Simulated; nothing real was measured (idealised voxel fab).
process module | voxel released beams
cross-section cut | 285 nm wide | cells 5 nm
A cross-section is a grid of square cells, given in bands from the top down. A band is one or more rows of cells.
Each band's line starts with the height of the band's top and of its bottom, in nm. Then come its materials from left to right, each with its width in nm. One material with "throughout" fills the band from edge to edge. "air" is empty space.
Height 0 is the level under which the wafer as received is all one material. The lowest band goes on downwards, as in "0 down".
A width such as "30 to 40" changes by the same amount from each row of cells to the next, from the band's top row to its bottom row.
"no change" after a step means that no cell of the cross-section changed.
closed voids: empty space of 8 cells or more with no open way to the top, each as width x height at its distance from the left edge, in nm
after a step's settings: what the simulator itself notes on the step
overlay nm, on a step with a mask: how far to the right of its planned place the mask lay; to the left if negative
plan
1 op RECEIVE | material Si
2 op CONFORMAL_DEP | material SiN | thk nm 5
3 op DIRECTIONAL_DEP | material SiO2 | thk nm 20
4 op PATTERN | tone open | mask id ANCHOR | material resist | width nm 30 | thk nm 15 | overlay nm 0
5 op DIRECTIONAL_ETCH | etch materials SiO2 | depth nm 20
6 op STRIP | etch materials resist
7 op CONFORMAL_DEP | material TiN | thk nm 10
8 op DIRECTIONAL_DEP | material aC | thk nm 10
9 op PATTERN | tone cover | mask id BEAM | material resist | width nm 110 | thk nm 25 | overlay nm 0
10 op DIRECTIONAL_ETCH | etch materials aC | depth nm 10
11 op STRIP | etch materials resist
12 op DIRECTIONAL_ETCH | etch materials TiN | depth nm 10
13 op STRIP | etch materials aC
14 op STRIP | etch materials SiO2
as received, after step 1
  0 down: Si throughout
  closed voids: none
a wafer at the end: this start, this plan, one mistake
  35 to 25: air 85 | TiN 20 | air 10 | TiN 80 | air 90
  25 to 15: air 95 | TiN 10 | air 10 | TiN 10 | air 160
  15 to 5: air 95 | TiN 30 | air 160
  5 to 0: SiN throughout
  0 down: Si throughout
  closed voids: none
what went wrong: step 4 ran as: op PATTERN | tone open | mask id ANCHOR | material resist | width nm 30 | thk nm 15 | overlay nm 5
